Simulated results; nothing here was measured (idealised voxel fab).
Herein follows the process module entitled voxel air gaps.
Xsec cut, 235 nm wide, square cell size 5 nm.
Cross-sections here: square-cell grids, written as top-down lists of bands, a band being one or more rows of cells. Each band's line starts with the height of the band's top and of its bottom, in nm. Then come its materials from left to right, each with its width in nm. One material with "throughout" fills the band from edge to edge. "empty" is empty space. Heights are measured from 0, the level below which the as-received wafer is all one material; the lowest band has no bottom and continues downward, written as in "0 nm and below". The notation "30..40" denotes a width that varies across the rows of cells in the band, beginning at the first number in the top row, finishing at the second number in the bottom row, and changing by an identical amount from each row to the next. Where the words "nothing got changed" appear for a step, the cross-section shows no cell changed by that step; every cell remained as before. "Closed void catalog" means: voids of 8 cells or more that are shut off from the top with no open way through. Written width x height at distance, distance from the left edge, in nm. That trailing text on a step's line, after the settings, is the simulator's own remark on the step. The setting "overlay nm" may be written on the line of a step. When the step uses a mask, the value reports how far to the right of the planned place the mask lay, and a negative value reports that it lay to the left.

**The following list gives the planned process steps**
1 RECEIVE, material Si
2 CONFORMAL_DEP, material SiO2, thk nm 15
3 CONFORMAL_DEP, material SiCN, thk nm 5
4 DIRECTIONAL_DEP, material SiO2, thk nm 35
5 DIRECTIONAL_DEP, material aC, thk nm 10
6 PATTERN, tone open, mask id LINES, material resist, width nm 25, pitch nm 50, thk nm 25, overlay nm 0
7 DIRECTIONAL_ETCH, etch materials aC, depth nm 10
8 STRIP, etch materials resist
9 DIRECTIONAL_ETCH, etch materials SiO2, depth nm 35
10 STRIP, etch materials aC
11 CONFORMAL_DEP, material TiN, thk nm 5
12 FILL_DEP, material Cu, thk nm 10
13 CMP, height nm 55
14 EPI, material Ru, thk nm 10
15 SELECTIVE_ETCH, etch materials SiO2, depth nm 45
16 CONFORMAL_DEP, material SiCN, thk nm 5

**Wafer at receipt (post step 1), cross-section**
> 0 nm and below  Si throughout
> Closed void catalog: none

**First of two wafers at the end of the module, shown in cross-section; run carried out as planned**
> 70 nm to 65 nm  empty: 40; SiCN: 155; empty: 40
> 65 nm to 55 nm  empty: 40; SiCN: 5; Ru: 45; SiCN: 5; Ru: 45; SiCN: 5; Ru: 45; SiCN: 5; empty: 40
> 55 nm to 50 nm  empty: 40; SiCN: 15; TiN: 5; Cu: 15; TiN: 5; SiCN: 25; TiN: 5; Cu: 15; TiN: 5; SiCN: 25; TiN: 5; Cu: 15; TiN: 5; SiCN: 15; empty: 40
> 50 nm to 25 nm  empty: 50; SiCN: 5; TiN: 5; Cu: 15; TiN: 5; SiCN: 5; empty: 15; SiCN: 5; TiN: 5; Cu: 15; TiN: 5; SiCN: 5; empty: 15; SiCN: 5; TiN: 5; Cu: 15; TiN: 5; SiCN: 5; empty: 50
> 25 nm to 20 nm  SiCN: 55; TiN: 25; SiCN: 25; TiN: 25; SiCN: 25; TiN: 25; SiCN: 55
> 20 nm to 15 nm  SiCN throughout
> 15 nm to 0 nm  SiO2 throughout
> 0 nm and below  Si throughout
> Closed void catalog: 15 x 25 at 85; 15 x 25 at 135

**Cross-section, wafer two of two, end of module: same start and plan as wafer one, one error in execution**
> 80 nm to 75 nm  empty: 30; SiCN: 175; empty: 30
> 75 nm to 55 nm  empty: 30; SiCN: 5; Ru: 165; SiCN: 5; empty: 30
> 55 nm to 50 nm  empty: 30; SiCN: 25; TiN: 5; Cu: 15; TiN: 5; SiO2: 25; TiN: 5; Cu: 15; TiN: 5; SiO2: 25; TiN: 5; Cu: 15; TiN: 5; SiCN: 25; empty: 30
> 50 nm to 25 nm  empty: 50; SiCN: 5; TiN: 5; Cu: 15; TiN: 5; SiO2: 25; TiN: 5; Cu: 15; TiN: 5; SiO2: 25; TiN: 5; Cu: 15; TiN: 5; SiCN: 5; empty: 50
> 25 nm to 20 nm  SiCN: 55; TiN: 25; SiO2: 25; TiN: 25; SiO2: 25; TiN: 25; SiCN: 55
> 20 nm to 15 nm  SiCN throughout
> 15 nm to 0 nm  SiO2 throughout
> 0 nm and below  Si throughout
> Closed void catalog: none
Run error: it should be noted that step 14 of the plan was executed twice
Bottom line after processing is that, in cells, the second wafer is up or down on some materials versus the first: +78 Ru; -32 SiCN; +70 SiO2
Closed voids, final: 2 / 0 (first wafer / second wafer).
